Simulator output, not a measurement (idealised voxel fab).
Title: Process Module voxel tone inversion
FYI the section here is cut, 275 nm wide, cells are 5 nm squares.
Think of the cross-section as a grid of square cells. We describe it in bands, top to bottom, and each band covers one or more rows of those cells.
Band: top height; bottom height; in nm. Then, left to right: material with width in nm, for each material. "throughout": a single material spanning edge to edge. "empty": empty space.
Basically, 0 is our baseline, since under it the wafer straight out of the box is all one material. The bottom band has no lower end and keeps on going down, so it looks like "0 nm and below".
When a width is written as two numbers, as in "30 to 40", the first number is the width in the top row of cells of the band and the second is the width in its bottom row, and the width changes by the same amount from each row to the next.
Given "everything unchanged" for a step, no cell of the cross-section differs between before and after that step.
Enclosed voids (no open way to top), threshold 8 cells or more, entry "Closed void table", notation width x height at distance, distance from left edge, nm.
Whatever follows a step's settings on its line is a remark the simulator itself makes about that step.
overlay nm: how far to the right of its planned place the mask lay on this masked step (negative: to the left).
## Planned process steps
1) RECEIVE (material Si)
2) CONFORMAL_DEP (material SiCN; thk nm 5)
3) DIRECTIONAL_DEP (material aC; thk nm 25)
4) PATTERN (tone cover; mask id POSTS; material resist; width nm 15; pitch nm 35; thk nm 35; overlay nm 0)
5) DIRECTIONAL_ETCH (etch materials aC; depth nm 25)
6) STRIP (etch materials resist)
7) FILL_DEP (material lowk; thk nm 10)
8) CMP (height nm 30)
9) STRIP (etch materials aC)
## The first of the two wafers, which ran as planned
## Received-state cross-section, reflecting completion of step 1
0 nm and below = Si throughout
Closed void table: none
## The wafer, seen in cross-section, after step 2
5 nm to 0 nm = SiCN throughout
Below 0, no change.
## The wafer, seen in cross-section, after step 3
30 nm to 5 nm = aC throughout
Below 5, no change.
## The wafer, seen in cross-section, after step 4
65 nm to 30 nm = 75 of empty  15 of resist  20 of empty  15 of resist  20 of empty  15 of resist  20 of empty  15 of resist  80 of empty
Below 30, no change.
## The wafer, seen in cross-section, after step 5
40 nm to 30 nm = 75 of empty  15 of resist  20 of empty  15 of resist  20 of empty  15 of resist  20 of empty  15 of resist  80 of empty
30 nm to 5 nm = 75 of empty  15 of aC  20 of empty  15 of aC  20 of empty  15 of aC  20 of empty  15 of aC  80 of empty
Below 5, no change.
## The wafer, seen in cross-section, after step 6
30 nm to 5 nm = 75 of empty  15 of aC  20 of empty  15 of aC  20 of empty  15 of aC  20 of empty  15 of aC  80 of empty
Below 5, no change.
## The wafer, seen in cross-section, after step 7
40 nm to 30 nm = lowk throughout
30 nm to 5 nm = 75 of lowk  15 of aC  20 of lowk  15 of aC  20 of lowk  15 of aC  20 of lowk  15 of aC  80 of lowk
Below 5, no change.
## The wafer, seen in cross-section, after step 8
30 nm to 5 nm = 75 of lowk  15 of aC  20 of lowk  15 of aC  20 of lowk  15 of aC  20 of lowk  15 of aC  80 of lowk
Below 5, no change.
## The wafer, seen in cross-section, after step 9
30 nm to 5 nm = 75 of lowk  15 of empty  20 of lowk  15 of empty  20 of lowk  15 of empty  20 of lowk  15 of empty  80 of lowk
Below 5, no change.
## Second wafer: same start and same plan as the first, one execution error; identical to the first through step 7
## Second wafer cross-section, taken as of the time the plan sets for step 8 to be done
35 nm to 30 nm = lowk throughout
Below 30, no change.
Second wafer cross-section, taken as of the time the plan sets for step 9 to be done: everything unchanged
Diagnosis: step 8, actual vs plan mismatch, actual run CMP (height nm 35)
End check, counted in cells, second wafer has more or fewer of these materials than the first: 60 more of aC, 55 more of lowk
